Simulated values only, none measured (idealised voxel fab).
Documented hereafter: the process module known as voxel transistor to metal.
For reference, the cross-section in this document is cut, with width 275 nm and square cells of 5 nm.
Just so we're on the same page, the cross-sections are grids of square cells, and they're listed out in bands top to bottom, each band one or more rows deep. Per band: top height and bottom height in nm, followed by the left-to-right materials and their widths in nm; "throughout" marks a single material spanning edge to edge, "blank" marks empty space. Zero point of the height axis is 0; under it, received wafer = one material. Lowest band: continues down indefinitely, "0 -> down". With a width like "30 to 40", each row of cells in the band differs from the next by the same amount, the top row carrying the first number and the bottom row the second. Step marked "all unchanged"? Then no cell in the cross-section changed in it. Any empty space of 8 cells or more lacking an open way to the top shows up in "Enclosed voids" as width x height at distance, distance from the left edge, in nm. Text after the settings on a step's line: the simulator's own remark on that step. You can add "overlay nm" to a step's line. For a step with a mask, it describes how far the mask lay to the right of its planned position, and a negative number describes a lay to the left.
-- This section lists the process steps that were planned
step 1: op RECEIVE | material Si
step 2: op CONFORMAL_DEP | material SiO2 | thk nm 5
step 3: op CONFORMAL_DEP | material SiN | thk nm 15
step 4: op DIRECTIONAL_DEP | material aC | thk nm 10
step 5: op PATTERN | tone cover | mask id ACTIVE | material resist | width nm 95 | pitch nm 120 | thk nm 25 | overlay nm 0
step 6: op DIRECTIONAL_ETCH | etch materials aC | depth nm 10
step 7: op STRIP | etch materials resist
step 8: op DIRECTIONAL_ETCH | etch materials SiN | depth nm 15
step 9: op DIRECTIONAL_ETCH | etch materials SiO2 | depth nm 5
step 10: op DIRECTIONAL_ETCH | etch materials Si | depth nm 25
step 11: op STRIP | etch materials aC
step 12: op OXIDIZE | depth nm 5
step 13: op FILL_DEP | material SiO2 | thk nm 15
step 14: op CMP | height nm 20
step 15: op SELECTIVE_ETCH | etch materials SiO2 | depth nm 10
step 16: op STRIP | etch materials SiN
step 17: op SELECTIVE_ETCH | etch materials SiO2 | depth nm 5
step 18: op OXIDIZE | depth nm 5
step 19: op DIRECTIONAL_DEP | material polySi | thk nm 30
step 20: op DIRECTIONAL_DEP | material SiCN | thk nm 15
step 21: op DIRECTIONAL_DEP | material aC | thk nm 15
step 22: op PATTERN | tone cover | mask id GATE | material resist | width nm 25 | pitch nm 120 | thk nm 30 | overlay nm 0
step 23: op DIRECTIONAL_ETCH | etch materials aC | depth nm 15
step 24: op STRIP | etch materials resist
step 25: op DIRECTIONAL_ETCH | etch materials SiCN | depth nm 25
step 26: op DIRECTIONAL_ETCH | etch materials polySi | depth nm 40
step 27: op STRIP | etch materials aC
step 28: op CONFORMAL_DEP | material SiO2 | thk nm 5
step 29: op DIRECTIONAL_ETCH | etch materials SiO2 | depth nm 5
step 30: op CONFORMAL_DEP | material SiN | thk nm 5
step 31: op DIRECTIONAL_ETCH | etch materials SiN | depth nm 5
step 32: op DIRECTIONAL_ETCH | etch materials SiO2 | depth nm 5
step 33: op EPI | material pSi | thk nm 5
step 34: op FILL_DEP | material SiO2 | thk nm 5
step 35: op CMP | height nm 30
step 36: op STRIP | etch materials polySi
step 37: op SELECTIVE_ETCH | etch materials SiO2 | depth nm 5
step 38: op CONFORMAL_DEP | material HfO2 | thk nm 5
step 39: op CONFORMAL_DEP | material TiN | thk nm 5
step 40: op FILL_DEP | material W | thk nm 10
step 41: op CMP | height nm 25
step 42: op DIRECTIONAL_DEP | material SiO2 | thk nm 15
step 43: op DIRECTIONAL_DEP | material aC | thk nm 15
step 44: op PATTERN | tone open | mask id CONTACT | material resist | width nm 15 | thk nm 30 | overlay nm 0
step 45: op DIRECTIONAL_ETCH | etch materials aC | depth nm 15
step 46: op STRIP | etch materials resist
step 47: op DIRECTIONAL_ETCH | etch materials SiO2 | depth nm 40
step 48: op STRIP | etch materials aC
step 49: op CONFORMAL_DEP | material TiN | thk nm 5
step 50: op FILL_DEP | material W | thk nm 5
step 51: op CMP | height nm 40
step 52: op CONFORMAL_DEP | material SiN | thk nm 5
step 53: op DIRECTIONAL_DEP | material SiO2 | thk nm 20
step 54: op PATTERN | tone open | mask id METAL_1 | material resist | width nm 15 | thk nm 15 | overlay nm 0
step 55: op DIRECTIONAL_ETCH | etch materials SiO2 | depth nm 20
step 56: op DIRECTIONAL_ETCH | etch materials SiN | depth nm 5
step 57: op STRIP | etch materials resist
step 58: op CONFORMAL_DEP | material TiN | thk nm 5
step 59: op FILL_DEP | material Cu | thk nm 5
step 60: op CMP | height nm 65
step 61: op CONFORMAL_DEP | material SiCN | thk nm 5
step 62: op DIRECTIONAL_DEP | material lowk | thk nm 30
step 63: op MASKED_ETCH | tone open | mask id METAL_2 | width nm 15 | pitch nm 120 | etch materials lowk | depth nm 20 | overlay nm 0
step 64: op PATTERN | tone open | mask id METAL_2_HOLES | material resist | width nm 15 | pitch nm 120 | thk nm 20 | overlay nm 0
step 65: op DIRECTIONAL_ETCH | etch materials lowk | depth nm 10
step 66: op DIRECTIONAL_ETCH | etch materials SiCN | depth nm 5
step 67: op STRIP | etch materials resist
step 68: op CONFORMAL_DEP | material TiN | thk nm 5
step 69: op FILL_DEP | material Cu | thk nm 10
step 70: op CMP | height nm 100
step 71: op CONFORMAL_DEP | material SiN | thk nm 5
-- As-received wafer cross-section (after step 1)
* 0 -> down | Si throughout
* Enclosed voids: none
-- First wafer of two, sectioned at end of module; run went per plan
* 105 -> 100 | SiN throughout
* 100 -> 70 | lowk 35 nm / TiN 5 nm / Cu 5 nm / TiN 5 nm / lowk 105 nm / TiN 5 nm / Cu 5 nm / TiN 5 nm / lowk 105 nm
* 70 -> 65 | SiCN 35 nm / TiN 15 nm / SiCN 105 nm / TiN 15 nm / SiCN 105 nm
* 65 -> 45 | SiO2 35 nm / TiN 5 nm / Cu 5 nm / TiN 5 nm / SiO2 55 nm / TiN 5 nm / Cu 5 nm / TiN 5 nm / SiO2 35 nm / TiN 5 nm / Cu 5 nm / TiN 5 nm / SiO2 55 nm / TiN 5 nm / Cu 5 nm / TiN 5 nm / SiO2 35 nm
* 45 -> 40 | SiN 35 nm / TiN 15 nm / SiN 55 nm / TiN 15 nm / SiN 35 nm / TiN 15 nm / SiN 55 nm / TiN 15 nm / SiN 35 nm
* 40 -> 25 | SiO2 35 nm / TiN 5 nm / W 5 nm / TiN 5 nm / SiO2 55 nm / TiN 5 nm / W 5 nm / TiN 5 nm / SiO2 35 nm / TiN 5 nm / W 5 nm / TiN 5 nm / SiO2 55 nm / TiN 5 nm / W 5 nm / TiN 5 nm / SiO2 35 nm
* 25 -> 5 | SiO2 35 nm / TiN 5 nm / W 5 nm / TiN 5 nm / SiO2 5 nm / SiN 5 nm / HfO2 5 nm / TiN 5 nm / W 15 nm / TiN 5 nm / HfO2 5 nm / SiN 5 nm / SiO2 5 nm / TiN 5 nm / W 5 nm / TiN 5 nm / SiO2 35 nm / TiN 5 nm / W 5 nm / TiN 5 nm / SiO2 5 nm / SiN 5 nm / HfO2 5 nm / TiN 5 nm / W 15 nm / TiN 5 nm / HfO2 5 nm / SiN 5 nm / SiO2 5 nm / TiN 5 nm / W 5 nm / TiN 5 nm / SiO2 35 nm
* 5 -> 0 | SiO2 30 nm / SiN 5 nm / TiN 15 nm / SiO2 5 nm / SiN 5 nm / HfO2 5 nm / TiN 25 nm / HfO2 5 nm / SiN 5 nm / SiO2 5 nm / TiN 15 nm / SiN 5 nm / SiO2 25 nm / SiN 5 nm / TiN 15 nm / SiO2 5 nm / SiN 5 nm / HfO2 5 nm / TiN 25 nm / HfO2 5 nm / SiN 5 nm / SiO2 5 nm / TiN 15 nm / SiN 5 nm / SiO2 30 nm
* 0 -> -5 | SiO2 35 nm / pSi 20 nm / SiO2 5 nm / HfO2 35 nm / SiO2 5 nm / pSi 20 nm / SiO2 35 nm / pSi 20 nm / SiO2 5 nm / HfO2 35 nm / SiO2 5 nm / pSi 20 nm / SiO2 35 nm
* -5 -> -30 | SiO2 35 nm / Si 85 nm / SiO2 35 nm / Si 85 nm / SiO2 35 nm
* -30 -> down | Si throughout
* Enclosed voids: none
-- Now the second wafer, cross-sectioned at the end of the module. Nothing different at the start, nothing different in the plan compared with the first, just one mistake when it was actually run
* 105 -> 100 | SiN throughout
* 100 -> 70 | lowk 35 nm / TiN 5 nm / Cu 5 nm / TiN 5 nm / lowk 105 nm / TiN 5 nm / Cu 5 nm / TiN 5 nm / lowk 105 nm
* 70 -> 65 | SiCN 35 nm / TiN 15 nm / SiCN 105 nm / TiN 15 nm / SiCN 105 nm
* 65 -> 45 | Cu 30 nm / TiN 5 nm / SiO2 15 nm / TiN 5 nm / Cu 45 nm / TiN 5 nm / SiO2 15 nm / TiN 5 nm / Cu 25 nm / TiN 5 nm / SiO2 15 nm / TiN 5 nm / Cu 45 nm / TiN 5 nm / SiO2 15 nm / TiN 5 nm / Cu 30 nm
* 45 -> 40 | TiN 35 nm / SiN 15 nm / TiN 55 nm / SiN 15 nm / TiN 35 nm / SiN 15 nm / TiN 55 nm / SiN 15 nm / TiN 35 nm
* 40 -> 25 | SiO2 35 nm / TiN 5 nm / W 5 nm / TiN 5 nm / SiO2 55 nm / TiN 5 nm / W 5 nm / TiN 5 nm / SiO2 35 nm / TiN 5 nm / W 5 nm / TiN 5 nm / SiO2 55 nm / TiN 5 nm / W 5 nm / TiN 5 nm / SiO2 35 nm
* 25 -> 5 | SiO2 35 nm / TiN 5 nm / W 5 nm / TiN 5 nm / SiO2 5 nm / SiN 5 nm / HfO2 5 nm / TiN 5 nm / W 15 nm / TiN 5 nm / HfO2 5 nm / SiN 5 nm / SiO2 5 nm / TiN 5 nm / W 5 nm / TiN 5 nm / SiO2 35 nm / TiN 5 nm / W 5 nm / TiN 5 nm / SiO2 5 nm / SiN 5 nm / HfO2 5 nm / TiN 5 nm / W 15 nm / TiN 5 nm / HfO2 5 nm / SiN 5 nm / SiO2 5 nm / TiN 5 nm / W 5 nm / TiN 5 nm / SiO2 35 nm
* 5 -> 0 | SiO2 30 nm / SiN 5 nm / TiN 15 nm / SiO2 5 nm / SiN 5 nm / HfO2 5 nm / TiN 25 nm / HfO2 5 nm / SiN 5 nm / SiO2 5 nm / TiN 15 nm / SiN 5 nm / SiO2 25 nm / SiN 5 nm / TiN 15 nm / SiO2 5 nm / SiN 5 nm / HfO2 5 nm / TiN 25 nm / HfO2 5 nm / SiN 5 nm / SiO2 5 nm / TiN 15 nm / SiN 5 nm / SiO2 30 nm
* 0 -> -5 | SiO2 35 nm / pSi 20 nm / SiO2 5 nm / HfO2 35 nm / SiO2 5 nm / pSi 20 nm / SiO2 35 nm / pSi 20 nm / SiO2 5 nm / HfO2 35 nm / SiO2 5 nm / pSi 20 nm / SiO2 35 nm
* -5 -> -30 | SiO2 35 nm / Si 85 nm / SiO2 35 nm / Si 85 nm / SiO2 35 nm
* -30 -> down | Si throughout
* Enclosed voids: none
Processing error: step 54 ran differently from the plan; actual operation with settings: op PATTERN | tone cover | mask id METAL_1 | material resist | width nm 15 | thk nm 15 | overlay nm 0
at the end the second wafer has, in cells: +124 Cu, -31 SiN, -124 SiO2, +31 TiN
